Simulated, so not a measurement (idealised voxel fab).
You're looking at the process module voxel self aligned contacts.
Cross-sectional view cut (width: 235 nm; square cell size: 5 nm).
Square cells in a grid make up a cross-section in this document, and the grid is given as bands, listed from the top down, each one or more rows of cells.
This entry defines a band. It first specifies the height of the band's top and the height of its bottom in nm, and then specifies the band's materials from left to right, stating each material with its width in nm. The word "everywhere" identifies a single material that fills the band from edge to edge, while the word "air" identifies empty space.
Heights are expressed relative to 0, this being the level below which the as-received wafer comprises one material exclusively. The lowest band is unbounded in the downward direction and is denoted as in "top 0, no bottom".
A width such as "30 to 40" changes by the same amount from each row of cells to the next, from the band's top row to its bottom row.
Where a step carries "nothing got changed", the cross-section came out of it unchanged, cell for cell.
Each empty space that has no open way to the top and spans at least 8 cells appears under "Internal closed voids" as width x height at distance, the distance counted from the left edge, all in nm.
On each step's line, the part that comes after the settings is the simulator's own comment on the step.
A step's line can hold "overlay nm"; with a mask on that step, the setting says how far right of the planned place the mask lay, while a negative setting says it lay to the left.
Steps in the process plan
1 RECEIVE, material Si
2 OXIDIZE, depth nm 5
3 DIRECTIONAL_DEP, material polySi, thk nm 30
4 DIRECTIONAL_DEP, material SiN, thk nm 20
5 PATTERN, tone cover, mask id GATE, material resist, width nm 30, pitch nm 70, thk nm 15, overlay nm 0
6 DIRECTIONAL_ETCH, etch materials SiN, depth nm 20
7 DIRECTIONAL_ETCH, etch materials polySi, depth nm 30
8 STRIP, etch materials resist
9 CONFORMAL_DEP, material SiN, thk nm 10
10 DIRECTIONAL_ETCH, etch materials SiN, depth nm 10
11 FILL_DEP, material SiO2, thk nm 20
12 CMP, height nm 60
13 DIRECTIONAL_DEP, material aC, thk nm 15
14 PATTERN, tone open, mask id CONTACT, material resist, width nm 50, pitch nm 70, thk nm 30, overlay nm 0
15 DIRECTIONAL_ETCH, etch materials aC, depth nm 15
16 STRIP, etch materials resist
17 DIRECTIONAL_ETCH, etch materials SiO2, depth nm 65
18 STRIP, etch materials aC
19 CONFORMAL_DEP, material TiN, thk nm 5
20 FILL_DEP, material W, thk nm 5
21 CMP, height nm 60
22 CONFORMAL_DEP, material SiCN, thk nm 5
As-received wafer cross-section (after step 1)
  top 0, no bottom  Si everywhere
  Internal closed voids: none
Result of the module, cross-sectioned: start per above, plan per above, one error in how it was run
  top 65, bottom 60  SiCN everywhere
  top 60, bottom 50  SiO2 (55), TiN (5 to 20), W (40 to 10), TiN (5 to 20), SiO2 (20), TiN (5 to 20), W (40 to 10), TiN (5 to 20), SiO2 (60)
  top 50, bottom 30  SiO2 (20), SiN (50), TiN (5), W (10), TiN (5), SiN (50), TiN (5), W (10), TiN (5), SiN (50), SiO2 (25)
  top 30, bottom 5  SiO2 (20), SiN (10), polySi (30), SiN (10), TiN (5), W (10), TiN (5), SiN (10), polySi (30), SiN (10), TiN (5), W (10), TiN (5), SiN (10), polySi (30), SiN (10), SiO2 (25)
  top 5, bottom 0  SiO2 (20), SiN (10), polySi (30), SiN (10), TiN (20), SiN (10), polySi (30), SiN (10), TiN (20), SiN (10), polySi (30), SiN (10), SiO2 (25)
  top 0, no bottom  Si everywhere
  Internal closed voids: none
What went wrong in running the wafer? the plan's step 2 went unexecuted, having been skipped
